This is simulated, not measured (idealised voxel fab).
Presented below is a process module, voxel self aligned vias.
The cross-section shown here is cut; it is 280 nm wide and divided into square cells measuring 5 nm on a side.
Cross-section format: a grid of square cells, given as bands from top to bottom; each band is one or more rows of cells. The band entry comprises the height of the band's top followed by the height of its bottom, expressed in nm, and subsequently the band's materials from left to right, each stated together with its width in nm. Where a single material is marked with the word "everywhere", that material fills the band from edge to edge. The word "air" represents empty space. Heights are measured from 0, the level below which the as-received wafer is all one material; the lowest band has no bottom and continues downward, written as in "0 down". A two-number width, for instance "30->40", indicates that the width is equal to the first number in the top row of the band and to the second number in the bottom row, and that it changes by a constant amount per row of cells. You'll sometimes find "no alteration" written for a step, and that's the way of saying that nowhere in the cross-section did a cell change during that step. Closed empty spaces (no open way to the top) of 8 cells or more are what "Enclosed voids" lists, each as width x height at distance from the left edge, nm for all three. after a step's settings: what the simulator itself notes on the step. "overlay nm" answers the question of how far to the right of plan the mask lay on a step that has a mask, and when it is negative the answer is to the left.
PLANNED PROCESS STEPS
1: RECEIVE with material Si
2: CONFORMAL_DEP with material SiO2, thk nm 10
3: CONFORMAL_DEP with material SiCN, thk nm 5
4: DIRECTIONAL_DEP with material lowk, thk nm 20
5: DIRECTIONAL_DEP with material aC, thk nm 10
6: PATTERN with tone open, mask id LINES, material resist, width nm 30, pitch nm 65, thk nm 30, overlay nm 0
7: DIRECTIONAL_ETCH with etch materials aC, depth nm 10
8: STRIP with etch materials resist
9: DIRECTIONAL_ETCH with etch materials lowk, depth nm 20
10: STRIP with etch materials aC
11: CONFORMAL_DEP with material TiN, thk nm 5
12: FILL_DEP with material W, thk nm 10
13: CMP with height nm 35
14: SELECTIVE_ETCH with etch materials W Ru TiN, depth nm 5
15: FILL_DEP with material SiN, thk nm 5
16: CMP with height nm 35
17: DIRECTIONAL_DEP with material lowk, thk nm 20
18: PATTERN with tone open, mask id VIAS, material resist, width nm 40, thk nm 20, overlay nm 0
19: DIRECTIONAL_ETCH with etch materials lowk, depth nm 20
20: DIRECTIONAL_ETCH with etch materials SiN, depth nm 5
21: STRIP with etch materials resist
22: CONFORMAL_DEP with material TiN, thk nm 5
23: FILL_DEP with material Cu, thk nm 5
24: CMP with height nm 55
25: CONFORMAL_DEP with material SiN, thk nm 5
CROSS-SECTION OF THE WAFER UPON ARRIVAL, REPRESENTING THE STATE REACHED AFTER STEP 1
* 0 down  Si everywhere
* Enclosed voids: none
FIRST WAFER AT THE END, AS PLANNED
* 60 to 55  SiN everywhere
* 55 to 40  lowk (85), then TiN (5), then Cu (30), then TiN (5), then lowk (155)
* 40 to 35  lowk (85), then TiN (10), then Cu (20), then TiN (10), then lowk (155)
* 35 to 30  lowk (90), then TiN (30), then lowk (35), then SiN (30), then lowk (95)
* 30 to 20  lowk (90), then TiN (5), then W (20), then TiN (5), then lowk (35), then TiN (5), then W (20), then TiN (5), then lowk (95)
* 20 to 15  lowk (90), then TiN (30), then lowk (35), then TiN (30), then lowk (95)
* 15 to 10  SiCN everywhere
* 10 to 0  SiO2 everywhere
* 0 down  Si everywhere
* Enclosed voids: none
NOW THE SECOND WAFER, CROSS-SECTIONED AT THE END OF THE MODULE. NOTHING DIFFERENT AT THE START, NOTHING DIFFERENT IN THE PLAN COMPARED WITH THE FIRST, JUST ONE MISTAKE WHEN IT WAS ACTUALLY RUN
* 60 to 55  SiN everywhere
* 55 to 40  Cu (80), then TiN (5), then lowk (40), then TiN (5), then Cu (150)
* 40 to 35  TiN (85), then lowk (40), then TiN (35), then Cu (20), then TiN (100)
* 35 to 30  lowk (90), then SiN (30), then lowk (35), then TiN (30), then lowk (95)
* 30 to 20  lowk (90), then TiN (5), then W (20), then TiN (5), then lowk (35), then TiN (5), then W (20), then TiN (5), then lowk (95)
* 20 to 15  lowk (90), then TiN (30), then lowk (35), then TiN (30), then lowk (95)
* 15 to 10  SiCN everywhere
* 10 to 0  SiO2 everywhere
* 0 down  Si everywhere
* Enclosed voids: none
Misprocessing identified: planned and actual differ for step 18; actual: PATTERN with tone cover, mask id VIAS, material resist, width nm 40, thk nm 20, overlay nm 0
Once processing is complete, comparing cell counts shows that the second wafer has more or fewer of certain materials than the first: 120 more of Cu; 40 more of TiN; 160 fewer of lowk
